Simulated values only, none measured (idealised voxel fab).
A process module follows: voxel self aligned contacts.
Square cells of 5 nm make up the cross-section cut, whose width is 215 nm.
How to read a cross-section here: the picture is a grid of square cells, written as bands going from the top down, and any band can span one or more rows of cells.
Heights first: top, then bottom, in nm. Then materials, left to right, each with a width in nm. "everywhere" on a single material: fills the band edge to edge. "empty": empty space.
We count height from 0. Below that, the starting wafer is all one material. The lowest band never ends at the bottom but goes on down; see "0 nm and below" for how that is written.
Graded width ("30..40"): value in top row of band = first number; value in bottom row = second number; row-to-row change constant.
Take "nothing altered" at face value: in the step it is given for, the cross-section changed in none of its cells.
This entry, "Voids, fully enclosed", enumerates those empty regions of no fewer than 8 cells that possess no open connection to the top. Each region is reported in the form width x height at distance, the distance being taken from the left edge, with all three quantities expressed in nm.
That trailing text on a step's line, after the settings, is the simulator's own remark on the step.
overlay nm: on a step with a mask, how far right of its planned place the mask lay; negative means left.
-- Intended process steps
step 1: RECEIVE, material Si
step 2: OXIDIZE, depth nm 5
step 3: DIRECTIONAL_DEP, material polySi, thk nm 20
step 4: DIRECTIONAL_DEP, material SiN, thk nm 15
step 5: DIRECTIONAL_DEP, material aC, thk nm 15
step 6: PATTERN, tone cover, mask id GATE, material resist, width nm 30, pitch nm 65, thk nm 30, overlay nm 0
step 7: DIRECTIONAL_ETCH, etch materials aC, depth nm 15
step 8: STRIP, etch materials resist
step 9: DIRECTIONAL_ETCH, etch materials SiN, depth nm 15
step 10: DIRECTIONAL_ETCH, etch materials polySi, depth nm 20
step 11: STRIP, etch materials aC
step 12: CONFORMAL_DEP, material SiN, thk nm 5
step 13: DIRECTIONAL_ETCH, etch materials SiN, depth nm 5
step 14: FILL_DEP, material SiO2, thk nm 15
step 15: CMP, height nm 45
step 16: DIRECTIONAL_DEP, material aC, thk nm 10
step 17: PATTERN, tone open, mask id CONTACT, material resist, width nm 45, pitch nm 65, thk nm 25, overlay nm 0
step 18: DIRECTIONAL_ETCH, etch materials aC, depth nm 10
step 19: STRIP, etch materials resist
step 20: DIRECTIONAL_ETCH, etch materials SiO2, depth nm 50
step 21: STRIP, etch materials aC
step 22: CONFORMAL_DEP, material TiN, thk nm 5
step 23: FILL_DEP, material W, thk nm 5
step 24: CMP, height nm 45
step 25: CONFORMAL_DEP, material SiN, thk nm 5
-- Account of the first of two wafers, which was processed as intended
-- As-received state of the wafer in cross-section, equivalent to post-step 1
  0 nm and below = Si everywhere
  Voids, fully enclosed: none
-- Cross-section through the wafer, step 2 finished
  0 nm to -5 nm = SiO2 everywhere
  For the remainder of the cross-section, below -5, there is no change.
-- Cross-section through the wafer, step 3 finished
  20 nm to 0 nm = polySi everywhere
  For the remainder of the cross-section, below 0, there is no change.
-- Cross-section through the wafer, step 4 finished
  35 nm to 20 nm = SiN everywhere
  For the remainder of the cross-section, below 20, there is no change.
-- Cross-section through the wafer, step 5 finished
  50 nm to 35 nm = aC everywhere
  For the remainder of the cross-section, below 35, there is no change.
-- Cross-section through the wafer, step 6 finished
  80 nm to 50 nm = 25 of empty; 30 of resist; 35 of empty; 30 of resist; 35 of empty; 30 of resist; 30 of empty
  For the remainder of the cross-section, below 50, there is no change.
-- Cross-section through the wafer, step 7 finished
  65 nm to 50 nm = 25 of empty; 30 of resist; 35 of empty; 30 of resist; 35 of empty; 30 of resist; 30 of empty
  50 nm to 35 nm = 25 of empty; 30 of aC; 35 of empty; 30 of aC; 35 of empty; 30 of aC; 30 of empty
  For the remainder of the cross-section, below 35, there is no change.
-- Cross-section through the wafer, step 8 finished
  50 nm to 35 nm = 25 of empty; 30 of aC; 35 of empty; 30 of aC; 35 of empty; 30 of aC; 30 of empty
  For the remainder of the cross-section, below 35, there is no change.
-- Cross-section through the wafer, step 9 finished
  50 nm to 35 nm = 25 of empty; 30 of aC; 35 of empty; 30 of aC; 35 of empty; 30 of aC; 30 of empty
  35 nm to 20 nm = 25 of empty; 30 of SiN; 35 of empty; 30 of SiN; 35 of empty; 30 of SiN; 30 of empty
  For the remainder of the cross-section, below 20, there is no change.
-- Cross-section through the wafer, step 10 finished
  50 nm to 35 nm = 25 of empty; 30 of aC; 35 of empty; 30 of aC; 35 of empty; 30 of aC; 30 of empty
  35 nm to 20 nm = 25 of empty; 30 of SiN; 35 of empty; 30 of SiN; 35 of empty; 30 of SiN; 30 of empty
  20 nm to 0 nm = 25 of empty; 30 of polySi; 35 of empty; 30 of polySi; 35 of empty; 30 of polySi; 30 of empty
  For the remainder of the cross-section, below 0, there is no change.
-- Cross-section through the wafer, step 11 finished
  35 nm to 20 nm = 25 of empty; 30 of SiN; 35 of empty; 30 of SiN; 35 of empty; 30 of SiN; 30 of empty
  For the remainder of the cross-section, below 20, there is no change.
-- Cross-section through the wafer, step 12 finished
  40 nm to 20 nm = 20 of empty; 40 of SiN; 25 of empty; 40 of SiN; 25 of empty; 40 of SiN; 25 of empty
  20 nm to 5 nm = 20 of empty; 5 of SiN; 30 of polySi; 5 of SiN; 25 of empty; 5 of SiN; 30 of polySi; 5 of SiN; 25 of empty; 5 of SiN; 30 of polySi; 5 of SiN; 25 of empty
  5 nm to 0 nm = 25 of SiN; 30 of polySi; 35 of SiN; 30 of polySi; 35 of SiN; 30 of polySi; 30 of SiN
  For the remainder of the cross-section, below 0, there is no change.
-- Cross-section through the wafer, step 13 finished
  35 nm to 20 nm = 20 of empty; 40 of SiN; 25 of empty; 40 of SiN; 25 of empty; 40 of SiN; 25 of empty
  20 nm to 0 nm = 20 of empty; 5 of SiN; 30 of polySi; 5 of SiN; 25 of empty; 5 of SiN; 30 of polySi; 5 of SiN; 25 of empty; 5 of SiN; 30 of polySi; 5 of SiN; 25 of empty
  For the remainder of the cross-section, below 0, there is no change.
-- Cross-section through the wafer, step 14 finished
  50 nm to 35 nm = SiO2 everywhere
  35 nm to 20 nm = 20 of SiO2; 40 of SiN; 25 of SiO2; 40 of SiN; 25 of SiO2; 40 of SiN; 25 of SiO2
  20 nm to 0 nm = 20 of SiO2; 5 of SiN; 30 of polySi; 5 of SiN; 25 of SiO2; 5 of SiN; 30 of polySi; 5 of SiN; 25 of SiO2; 5 of SiN; 30 of polySi; 5 of SiN; 25 of SiO2
  For the remainder of the cross-section, below 0, there is no change.
-- Cross-section through the wafer, step 15 finished
  45 nm to 35 nm = SiO2 everywhere
  For the remainder of the cross-section, below 35, there is no change.
-- Cross-section through the wafer, step 16 finished
  55 nm to 45 nm = aC everywhere
  For the remainder of the cross-section, below 45, there is no change.
-- Cross-section through the wafer, step 17 finished
  80 nm to 55 nm = 50 of resist; 45 of empty; 20 of resist; 45 of empty; 55 of resist
  For the remainder of the cross-section, below 55, there is no change.
-- Cross-section through the wafer, step 18 finished
  70 nm to 55 nm = 50 of resist; 45 of empty; 20 of resist; 45 of empty; 55 of resist
  55 nm to 45 nm = 50 of aC; 45 of empty; 20 of aC; 45 of empty; 55 of aC
  For the remainder of the cross-section, below 45, there is no change.
-- Cross-section through the wafer, step 19 finished
  55 nm to 45 nm = 50 of aC; 45 of empty; 20 of aC; 45 of empty; 55 of aC
  For the remainder of the cross-section, below 45, there is no change.
-- Cross-section through the wafer, step 20 finished
  55 nm to 45 nm = 50 of aC; 45 of empty; 20 of aC; 45 of empty; 55 of aC
  45 nm to 35 nm = 50 of SiO2; 45 of empty; 20 of SiO2; 45 of empty; 55 of SiO2
  35 nm to 20 nm = 20 of SiO2; 40 of SiN; 25 of empty; 40 of SiN; 25 of empty; 40 of SiN; 25 of SiO2
  20 nm to 0 nm = 20 of SiO2; 5 of SiN; 30 of polySi; 5 of SiN; 25 of empty; 5 of SiN; 30 of polySi; 5 of SiN; 25 of empty; 5 of SiN; 30 of polySi; 5 of SiN; 25 of SiO2
  0 nm to -5 nm = 60 of SiO2; 25 of empty; 40 of SiO2; 25 of empty; 65 of SiO2
  For the remainder of the cross-section, below -5, there is no change.
-- Cross-section through the wafer, step 21 finished
  45 nm to 35 nm = 50 of SiO2; 45 of empty; 20 of SiO2; 45 of empty; 55 of SiO2
  For the remainder of the cross-section, below 35, there is no change.
-- Cross-section through the wafer, step 22 finished
  50 nm to 45 nm = 55 of TiN; 35 of empty; 30 of TiN; 35 of empty; 60 of TiN
  45 nm to 35 nm = 50 of SiO2; 5..15 of TiN; 35..15 of empty; 5..15 of TiN; 20 of SiO2; 5..15 of TiN; 35..15 of empty; 5..15 of TiN; 55 of SiO2
  35 nm to 20 nm = 20 of SiO2; 40 of SiN; 5 of TiN; 15 of empty; 5 of TiN; 40 of SiN; 5 of TiN; 15 of empty; 5 of TiN; 40 of SiN; 25 of SiO2
  20 nm to 0 nm = 20 of SiO2; 5 of SiN; 30 of polySi; 5 of SiN; 5 of TiN; 15 of empty; 5 of TiN; 5 of SiN; 30 of polySi; 5 of SiN; 5 of TiN; 15 of empty; 5 of TiN; 5 of SiN; 30 of polySi; 5 of SiN; 25 of SiO2
  0 nm to -5 nm = 60 of SiO2; 25 of TiN; 40 of SiO2; 25 of TiN; 65 of SiO2
  For the remainder of the cross-section, below -5, there is no change.
-- Cross-section through the wafer, step 23 finished
  55 nm to 50 nm = W everywhere
  50 nm to 45 nm = 55 of TiN; 35 of W; 30 of TiN; 35 of W; 60 of TiN
  45 nm to 35 nm = 50 of SiO2; 5..15 of TiN; 35..15 of W; 5..15 of TiN; 20 of SiO2; 5..15 of TiN; 35..15 of W; 5..15 of TiN; 55 of SiO2
  35 nm to 20 nm = 20 of SiO2; 40 of SiN; 5 of TiN; 15 of W; 5 of TiN; 40 of SiN; 5 of TiN; 15 of W; 5 of TiN; 40 of SiN; 25 of SiO2
  20 nm to 0 nm = 20 of SiO2; 5 of SiN; 30 of polySi; 5 of SiN; 5 of TiN; 15 of W; 5 of TiN; 5 of SiN; 30 of polySi; 5 of SiN; 5 of TiN; 15 of W; 5 of TiN; 5 of SiN; 30 of polySi; 5 of SiN; 25 of SiO2
  For the remainder of the cross-section, below 0, there is no change.
-- Cross-section through the wafer, step 24 finished
  45 nm to 35 nm = 50 of SiO2; 5..15 of TiN; 35..15 of W; 5..15 of TiN; 20 of SiO2; 5..15 of TiN; 35..15 of W; 5..15 of TiN; 55 of SiO2
  For the remainder of the cross-section, below 35, there is no change.
-- Cross-section through the wafer, step 25 finished
  50 nm to 45 nm = SiN everywhere
  For the remainder of the cross-section, below 45, there is no change.
-- Here the second wafer is described. Its start and its plan were those of the first wafer. Its run contained one mistake. Up to and including step 5, it did exactly what the first wafer did
-- At the planned end of step 6, the second wafer in cross-section
  80 nm to 50 nm = 25 of resist; 30 of empty; 35 of resist; 30 of empty; 35 of resist; 30 of empty; 30 of resist
  For the remainder of the cross-section, below 50, there is no change.
-- At the planned end of step 7, the second wafer in cross-section
  65 nm to 50 nm = 25 of resist; 30 of empty; 35 of resist; 30 of empty; 35 of resist; 30 of empty; 30 of resist
  50 nm to 35 nm = 25 of aC; 30 of empty; 35 of aC; 30 of empty; 35 of aC; 30 of empty; 30 of aC
  For the remainder of the cross-section, below 35, there is no change.
-- At the planned end of step 8, the second wafer in cross-section
  50 nm to 35 nm = 25 of aC; 30 of empty; 35 of aC; 30 of empty; 35 of aC; 30 of empty; 30 of aC
  For the remainder of the cross-section, below 35, there is no change.
-- At the planned end of step 9, the second wafer in cross-section
  50 nm to 35 nm = 25 of aC; 30 of empty; 35 of aC; 30 of empty; 35 of aC; 30 of empty; 30 of aC
  35 nm to 20 nm = 25 of SiN; 30 of empty; 35 of SiN; 30 of empty; 35 of SiN; 30 of empty; 30 of SiN
  For the remainder of the cross-section, below 20, there is no change.
-- At the planned end of step 10, the second wafer in cross-section
  50 nm to 35 nm = 25 of aC; 30 of empty; 35 of aC; 30 of empty; 35 of aC; 30 of empty; 30 of aC
  35 nm to 20 nm = 25 of SiN; 30 of empty; 35 of SiN; 30 of empty; 35 of SiN; 30 of empty; 30 of SiN
  20 nm to 0 nm = 25 of polySi; 30 of empty; 35 of polySi; 30 of empty; 35 of polySi; 30 of empty; 30 of polySi
  For the remainder of the cross-section, below 0, there is no change.
-- At the planned end of step 11, the second wafer in cross-section
  35 nm to 20 nm = 25 of SiN; 30 of empty; 35 of SiN; 30 of empty; 35 of SiN; 30 of empty; 30 of SiN
  For the remainder of the cross-section, below 20, there is no change.
-- At the planned end of step 12, the second wafer in cross-section
  40 nm to 20 nm = 30 of SiN; 20 of empty; 45 of SiN; 20 of empty; 45 of SiN; 20 of empty; 35 of SiN
  20 nm to 5 nm = 25 of polySi; 5 of SiN; 20 of empty; 5 of SiN; 35 of polySi; 5 of SiN; 20 of empty; 5 of SiN; 35 of polySi; 5 of SiN; 20 of empty; 5 of SiN; 30 of polySi
  5 nm to 0 nm = 25 of polySi; 30 of SiN; 35 of polySi; 30 of SiN; 35 of polySi; 30 of SiN; 30 of polySi
  For the remainder of the cross-section, below 0, there is no change.
-- At the planned end of step 13, the second wafer in cross-section
  35 nm to 20 nm = 30 of SiN; 20 of empty; 45 of SiN; 20 of empty; 45 of SiN; 20 of empty; 35 of SiN
  20 nm to 0 nm = 25 of polySi; 5 of SiN; 20 of empty; 5 of SiN; 35 of polySi; 5 of SiN; 20 of empty; 5 of SiN; 35 of polySi; 5 of SiN; 20 of empty; 5 of SiN; 30 of polySi
  For the remainder of the cross-section, below 0, there is no change.
-- At the planned end of step 14, the second wafer in cross-section
  50 nm to 35 nm = SiO2 everywhere
  35 nm to 20 nm = 30 of SiN; 20 of SiO2; 45 of SiN; 20 of SiO2; 45 of SiN; 20 of SiO2; 35 of SiN
  20 nm to 0 nm = 25 of polySi; 5 of SiN; 20 of SiO2; 5 of SiN; 35 of polySi; 5 of SiN; 20 of SiO2; 5 of SiN; 35 of polySi; 5 of SiN; 20 of SiO2; 5 of SiN; 30 of polySi
  For the remainder of the cross-section, below 0, there is no change.
-- At the planned end of step 15, the second wafer in cross-section
  45 nm to 35 nm = SiO2 everywhere
  For the remainder of the cross-section, below 35, there is no change.
-- At the planned end of step 16, the second wafer in cross-section
  55 nm to 45 nm = aC everywhere
  For the remainder of the cross-section, below 45, there is no change.
-- At the planned end of step 17, the second wafer in cross-section
  80 nm to 55 nm = 50 of resist; 45 of empty; 20 of resist; 45 of empty; 55 of resist
  For the remainder of the cross-section, below 55, there is no change.
-- At the planned end of step 18, the second wafer in cross-section
  70 nm to 55 nm = 50 of resist; 45 of empty; 20 of resist; 45 of empty; 55 of resist
  55 nm to 45 nm = 50 of aC; 45 of empty; 20 of aC; 45 of empty; 55 of aC
  For the remainder of the cross-section, below 45, there is no change.
-- At the planned end of step 19, the second wafer in cross-section
  55 nm to 45 nm = 50 of aC; 45 of empty; 20 of aC; 45 of empty; 55 of aC
  For the remainder of the cross-section, below 45, there is no change.
-- At the planned end of step 20, the second wafer in cross-section
  55 nm to 45 nm = 50 of aC; 45 of empty; 20 of aC; 45 of empty; 55 of aC
  45 nm to 35 nm = 50 of SiO2; 45 of empty; 20 of SiO2; 45 of empty; 55 of SiO2
  For the remainder of the cross-section, below 35, there is no change.
-- At the planned end of step 21, the second wafer in cross-section
  45 nm to 35 nm = 50 of SiO2; 45 of empty; 20 of SiO2; 45 of empty; 55 of SiO2
  For the remainder of the cross-section, below 35, there is no change.
-- At the planned end of step 22, the second wafer in cross-section
  50 nm to 45 nm = 55 of TiN; 35 of empty; 30 of TiN; 35 of empty; 60 of TiN
  45 nm to 40 nm = 50 of SiO2; 5 of TiN; 35 of empty; 5 of TiN; 20 of SiO2; 5 of TiN; 35 of empty; 5 of TiN; 55 of SiO2
  40 nm to 35 nm = 50 of SiO2; 45 of TiN; 20 of SiO2; 45 of TiN; 55 of SiO2
  For the remainder of the cross-section, below 35, there is no change.
-- At the planned end of step 23, the second wafer in cross-section
  55 nm to 50 nm = W everywhere
  50 nm to 45 nm = 55 of TiN; 35 of W; 30 of TiN; 35 of W; 60 of TiN
  45 nm to 40 nm = 50 of SiO2; 5 of TiN; 35 of W; 5 of TiN; 20 of SiO2; 5 of TiN; 35 of W; 5 of TiN; 55 of SiO2
  For the remainder of the cross-section, below 40, there is no change.
-- At the planned end of step 24, the second wafer in cross-section
  45 nm to 40 nm = 50 of SiO2; 5 of TiN; 35 of W; 5 of TiN; 20 of SiO2; 5 of TiN; 35 of W; 5 of TiN; 55 of SiO2
  For the remainder of the cross-section, below 40, there is no change.
-- At the planned end of step 25, the second wafer in cross-section
  50 nm to 45 nm = SiN everywhere
  For the remainder of the cross-section, below 45, there is no change.
In executing the process, a mistake was made relative to the plan: heads up, step 6 didn't go per plan, it actually ran as PATTERN, tone open, mask id GATE, material resist, width nm 30, pitch nm 65, thk nm 30, overlay nm 0
Per the end-of-run cell counts, the second wafer holds more or fewer of some materials than the first: +21 SiN; +31 SiO2; -32 TiN; -48 W; +28 polySi
